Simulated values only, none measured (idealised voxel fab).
process module | voxel gate over fins
cross-section cut | 155 nm wide | cells 5 nm
A cross-section is a grid of square cells, given in bands from the top down. A band is one or more rows of cells.
Each band's line starts with the height of the band's top and of its bottom, in nm. Then come its materials from left to right, each with its width in nm. One material with "throughout" fills the band from edge to edge. "air" is empty space.
Height 0 is the level under which the wafer as received is all one material. The lowest band goes on downwards, as in "0 down".
A width such as "30 to 40" changes by the same amount from each row of cells to the next, from the band's top row to its bottom row.
"no change" after a step means that no cell of the cross-section changed.
closed voids: empty space of 8 cells or more with no open way to the top, each as width x height at its distance from the left edge, in nm
after a step's settings: what the simulator itself notes on the step
overlay nm, on a step with a mask: how far to the right of its planned place the mask lay; to the left if negative
plan
1 op RECEIVE | material Si
2 op CONFORMAL_DEP | material SiN | thk nm 10
3 op PATTERN | tone cover | mask id FINS | material resist | width nm 15 | pitch nm 55 | thk nm 15 | overlay nm 0
4 op DIRECTIONAL_ETCH | etch materials SiN | depth nm 10
5 op DIRECTIONAL_ETCH | etch materials Si | depth nm 30
6 op STRIP | etch materials resist
7 op FILL_DEP | material SiO2 | thk nm 15
8 op CMP | height nm 10
9 op DIRECTIONAL_DEP | material aC | thk nm 15
10 op PATTERN | tone open | mask id RAIL | material resist | width nm 15 | thk nm 30 | overlay nm 0
11 op DIRECTIONAL_ETCH | etch materials aC | depth nm 15
12 op STRIP | etch materials resist
13 op DIRECTIONAL_ETCH | etch materials SiO2 | depth nm 35
14 op STRIP | etch materials aC
15 op CONFORMAL_DEP | material TiN | thk nm 5
16 op FILL_DEP | material Ru | thk nm 5
17 op CMP | height nm 10
18 op SELECTIVE_ETCH | etch materials W Ru TiN | depth nm 30
19 op FILL_DEP | material SiO2 | thk nm 5
20 op CMP | height nm 10
21 op SELECTIVE_ETCH | etch materials SiO2 | depth nm 20
22 op STRIP | etch materials SiN
23 op CONFORMAL_DEP | material HfO2 | thk nm 5
24 op CONFORMAL_DEP | material TiN | thk nm 5
25 op FILL_DEP | material W | thk nm 15
26 op CMP | height nm 20
27 op CONFORMAL_DEP | material SiN | thk nm 10
first wafer, as planned
as received, after step 1
  0 down: Si throughout
  closed voids: none
after step 2
  10 to 0: SiN throughout
  below 0: unchanged
after step 3
  25 to 10: air 15 | resist 15 | air 40 | resist 15 | air 40 | resist 15 | air 15
  below 10: unchanged
after step 4
  25 to 10: air 15 | resist 15 | air 40 | resist 15 | air 40 | resist 15 | air 15
  10 to 0: air 15 | SiN 15 | air 40 | SiN 15 | air 40 | SiN 15 | air 15
  below 0: unchanged
after step 5
  25 to 10: air 15 | resist 15 | air 40 | resist 15 | air 40 | resist 15 | air 15
  10 to 0: air 15 | SiN 15 | air 40 | SiN 15 | air 40 | SiN 15 | air 15
  0 to -30: air 15 | Si 15 | air 40 | Si 15 | air 40 | Si 15 | air 15
  below -30: unchanged
after step 6
  10 to 0: air 15 | SiN 15 | air 40 | SiN 15 | air 40 | SiN 15 | air 15
  below 0: unchanged
after step 7
  25 to 10: SiO2 throughout
  10 to 0: SiO2 15 | SiN 15 | SiO2 40 | SiN 15 | SiO2 40 | SiN 15 | SiO2 15
  0 to -30: SiO2 15 | Si 15 | SiO2 40 | Si 15 | SiO2 40 | Si 15 | SiO2 15
  below -30: unchanged
after step 8
  10 to 0: SiO2 15 | SiN 15 | SiO2 40 | SiN 15 | SiO2 40 | SiN 15 | SiO2 15
  below 0: unchanged
after step 9
  25 to 10: aC throughout
  below 10: unchanged
after step 10
  55 to 25: resist 40 | air 15 | resist 100
  below 25: unchanged
after step 11
  40 to 25: resist 40 | air 15 | resist 100
  25 to 10: aC 40 | air 15 | aC 100
  below 10: unchanged
after step 12
  25 to 10: aC 40 | air 15 | aC 100
  below 10: unchanged
after step 13
  25 to 10: aC 40 | air 15 | aC 100
  10 to 0: SiO2 15 | SiN 15 | SiO2 10 | air 15 | SiO2 15 | SiN 15 | SiO2 40 | SiN 15 | SiO2 15
  0 to -25: SiO2 15 | Si 15 | SiO2 10 | air 15 | SiO2 15 | Si 15 | SiO2 40 | Si 15 | SiO2 15
  below -25: unchanged
after step 14
  10 to 0: SiO2 15 | SiN 15 | SiO2 10 | air 15 | SiO2 15 | SiN 15 | SiO2 40 | SiN 15 | SiO2 15
  below 0: unchanged
after step 15
  15 to 10: TiN 45 | air 5 | TiN 105
  10 to 0: SiO2 15 | SiN 15 | SiO2 10 | TiN 5 | air 5 | TiN 5 | SiO2 15 | SiN 15 | SiO2 40 | SiN 15 | SiO2 15
  0 to -20: SiO2 15 | Si 15 | SiO2 10 | TiN 5 | air 5 | TiN 5 | SiO2 15 | Si 15 | SiO2 40 | Si 15 | SiO2 15
  -20 to -25: SiO2 15 | Si 15 | SiO2 10 | TiN 15 | SiO2 15 | Si 15 | SiO2 40 | Si 15 | SiO2 15
  below -25: unchanged
after step 16
  20 to 15: Ru throughout
  15 to 10: TiN 45 | Ru 5 | TiN 105
  10 to 0: SiO2 15 | SiN 15 | SiO2 10 | TiN 5 | Ru 5 | TiN 5 | SiO2 15 | SiN 15 | SiO2 40 | SiN 15 | SiO2 15
  0 to -20: SiO2 15 | Si 15 | SiO2 10 | TiN 5 | Ru 5 | TiN 5 | SiO2 15 | Si 15 | SiO2 40 | Si 15 | SiO2 15
  below -20: unchanged
after step 17
  10 to 0: SiO2 15 | SiN 15 | SiO2 10 | TiN 5 | Ru 5 | TiN 5 | SiO2 15 | SiN 15 | SiO2 40 | SiN 15 | SiO2 15
  below 0: unchanged
after step 18
  10 to 0: SiO2 15 | SiN 15 | SiO2 10 | air 15 | SiO2 15 | SiN 15 | SiO2 40 | SiN 15 | SiO2 15
  0 to -20: SiO2 15 | Si 15 | SiO2 10 | air 15 | SiO2 15 | Si 15 | SiO2 40 | Si 15 | SiO2 15
  below -20: unchanged
after step 19
  15 to 10: SiO2 throughout
  10 to 0: SiO2 15 | SiN 15 | SiO2 40 | SiN 15 | SiO2 40 | SiN 15 | SiO2 15
  0 to -20: SiO2 15 | Si 15 | SiO2 40 | Si 15 | SiO2 40 | Si 15 | SiO2 15
  below -20: unchanged
after step 20
  10 to 0: SiO2 15 | SiN 15 | SiO2 40 | SiN 15 | SiO2 40 | SiN 15 | SiO2 15
  below 0: unchanged
after step 21
  10 to 0: air 15 | SiN 15 | air 40 | SiN 15 | air 40 | SiN 15 | air 15
  0 to -10: air 15 | Si 15 | air 40 | Si 15 | air 40 | Si 15 | air 15
  below -10: unchanged
after step 22
  0 to -10: air 15 | Si 15 | air 40 | Si 15 | air 40 | Si 15 | air 15
  below -10: unchanged
after step 23
  5 to 0: air 10 | HfO2 25 | air 30 | HfO2 25 | air 30 | HfO2 25 | air 10
  0 to -5: air 10 | HfO2 5 | Si 15 | HfO2 5 | air 30 | HfO2 5 | Si 15 | HfO2 5 | air 30 | HfO2 5 | Si 15 | HfO2 5 | air 10
  -5 to -10: HfO2 15 | Si 15 | HfO2 40 | Si 15 | HfO2 40 | Si 15 | HfO2 15
  below -10: unchanged
after step 24
  10 to 5: air 5 | TiN 35 | air 20 | TiN 35 | air 20 | TiN 35 | air 5
  5 to 0: air 5 | TiN 5 | HfO2 25 | TiN 5 | air 20 | TiN 5 | HfO2 25 | TiN 5 | air 20 | TiN 5 | HfO2 25 | TiN 5 | air 5
  0 to -5: TiN 10 | HfO2 5 | Si 15 | HfO2 5 | TiN 30 | HfO2 5 | Si 15 | HfO2 5 | TiN 30 | HfO2 5 | Si 15 | HfO2 5 | TiN 10
  below -5: unchanged
after step 25
  25 to 10: W throughout
  10 to 5: W 5 | TiN 35 | W 20 | TiN 35 | W 20 | TiN 35 | W 5
  5 to 0: W 5 | TiN 5 | HfO2 25 | TiN 5 | W 20 | TiN 5 | HfO2 25 | TiN 5 | W 20 | TiN 5 | HfO2 25 | TiN 5 | W 5
  below 0: unchanged
after step 26
  20 to 10: W throughout
  below 10: unchanged
after step 27
  30 to 20: SiN throughout
  below 20: unchanged
second wafer: like start, like plan, one mistake. Through step 26 it matches the first wafer
when step 27 should have ended
  25 to 20: SiN throughout
  below 20: unchanged
what went wrong: step 27 ran as: op CONFORMAL_DEP | material SiN | thk nm 5
at the end the second wafer has, in cells: 31 fewer of SiN
